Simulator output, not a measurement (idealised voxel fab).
Herein follows the process module entitled voxel self aligned contacts.
The cross-section shown here is cut; it is 170 nm wide and divided into square cells measuring 5 nm on a side.
When this document writes out a cross-section, it uses a grid of square cells and lists it as bands, beginning at the top and moving down, with a band standing for one or more rows of cells. Band: top and bottom heights (nm) first, top before bottom; then materials from left to right, widths in nm. "throughout" marks a sole material filling the band edge to edge. "empty" denotes empty space. Counting heights begins at 0, where everything beneath is, in the wafer as received, one material. The lowest band has no bottom; it goes on downwards, as "0 -> down" shows. Per-row width for "30->40": begins at first number (top row of band), ends at second number (bottom row), increment between rows held constant. The cross-section has no changed cell in any step marked "nothing changed". Reported under the label "Encapsulated voids" are the empty spaces having no open way to the top and comprising 8 cells or more; the notation for each is width x height at distance, in which the distance is measured from the left edge and all three values are in nm. If you see something after the settings on a step's line, that's the simulator's own remark about that step. If you see "overlay nm" on a step's line and that step has a mask, it's telling you how far right of where it was planned the mask ended up; a negative number means it went left instead.
STEPS IN THE PROCESS PLAN
| 1 | RECEIVE: material Si |
| 2 | CONFORMAL_DEP: material SiO2, thk nm 5 |
| 3 | DIRECTIONAL_DEP: material polySi, thk nm 30 |
| 4 | DIRECTIONAL_DEP: material SiN, thk nm 20 |
| 5 | DIRECTIONAL_DEP: material aC, thk nm 10 |
| 6 | PATTERN: tone cover, mask id GATE, material resist, width nm 30, pitch nm 60, thk nm 25, overlay nm 0 |
| 7 | DIRECTIONAL_ETCH: etch materials aC, depth nm 10 |
| 8 | STRIP: etch materials resist |
| 9 | DIRECTIONAL_ETCH: etch materials SiN, depth nm 20 |
| 10 | DIRECTIONAL_ETCH: etch materials polySi, depth nm 30 |
| 11 | STRIP: etch materials aC |
| 12 | CONFORMAL_DEP: material SiN, thk nm 5 |
| 13 | DIRECTIONAL_ETCH: etch materials SiN, depth nm 5 |
| 14 | FILL_DEP: material SiO2, thk nm 10 |
| 15 | CMP: height nm 60 |
| 16 | PATTERN: tone open, mask id CONTACT, material resist, width nm 40, thk nm 15, overlay nm -15 |
| 17 | DIRECTIONAL_ETCH: etch materials SiO2, depth nm 60 |
| 18 | STRIP: etch materials resist |
| 19 | CONFORMAL_DEP: material TiN, thk nm 5 |
| 20 | FILL_DEP: material W, thk nm 5 |
| 21 | CMP: height nm 60 |
| 22 | CONFORMAL_DEP: material SiN, thk nm 5 |
Same starting wafers, different overlay nm at step 16. Plan value belongs to the first wafer.
CROSS-SECTION OF THE FIRST OF SEVERAL WAFERS AS RECEIVED (AFTER STEP 1)
* 0 -> down: Si throughout
* Encapsulated voids: none
LAST STEP OF THE MODULE IS STEP 22; AFTER IT, THE FIRST OF SEVERAL WAFERS IN CROSS-SECTION
* 65 -> 60: SiN throughout
* 60 -> 55: 50 of SiO2; 30 of TiN; 5 of W; 5 of TiN; 80 of SiO2
* 55 -> 35: 35 of SiO2; 40 of SiN; 5 of TiN; 5 of W; 5 of TiN; 5 of SiO2; 40 of SiN; 35 of SiO2
* 35 -> 5: 35 of SiO2; 5 of SiN; 30 of polySi; 5 of SiN; 5 of TiN; 5 of W; 5 of TiN; 5 of SiO2; 5 of SiN; 30 of polySi; 5 of SiN; 35 of SiO2
* 5 -> 0: 75 of SiO2; 15 of TiN; 80 of SiO2
* 0 -> down: Si throughout
* Encapsulated voids: none
CROSS-SECTIONAL VIEW, END OF MODULE, LAST WAFER OF SEVERAL
* 65 -> 60: SiN throughout
* 60 -> 55: 80 of SiO2; 5 of TiN; 5 of W; 30 of TiN; 50 of SiO2
* 55 -> 35: 35 of SiO2; 40 of SiN; 5 of SiO2; 5 of TiN; 5 of W; 5 of TiN; 40 of SiN; 35 of SiO2
* 35 -> 5: 35 of SiO2; 5 of SiN; 30 of polySi; 5 of SiN; 5 of SiO2; 5 of TiN; 5 of W; 5 of TiN; 5 of SiN; 30 of polySi; 5 of SiN; 35 of SiO2
* 5 -> 0: 80 of SiO2; 15 of TiN; 75 of SiO2
* 0 -> down: Si throughout
* Encapsulated voids: none
NOTE: THE FOLLOWING TABLE IS ARRANGED BY WAFER, A ROW APIECE. EACH ROW REPORTS THE END-OF-MODULE STATE: PER MATERIAL, CELLS GAINED (+) OR CELLS LOST (-) COMPARED WITH THE WAFER AS RECEIVED; CLOSED VOIDS FOLLOW
overlay nm -15; +122 SiN; +207 SiO2; +30 TiN; +11 W; +72 polySi; Encapsulated voids: none
overlay nm -10; +122 SiN; +196 SiO2; +30 TiN; +22 W; +72 polySi; Encapsulated voids: none
overlay nm -5; +122 SiN; +196 SiO2; +30 TiN; +22 W; +72 polySi; Encapsulated voids: none
overlay nm 0; +122 SiN; +196 SiO2; +30 TiN; +22 W; +72 polySi; Encapsulated voids: none
overlay nm 5; +122 SiN; +196 SiO2; +30 TiN; +22 W; +72 polySi; Encapsulated voids: none
overlay nm 10; +122 SiN; +196 SiO2; +30 TiN; +22 W; +72 polySi; Encapsulated voids: none
overlay nm 15; +122 SiN; +207 SiO2; +30 TiN; +11 W; +72 polySi; Encapsulated voids: none
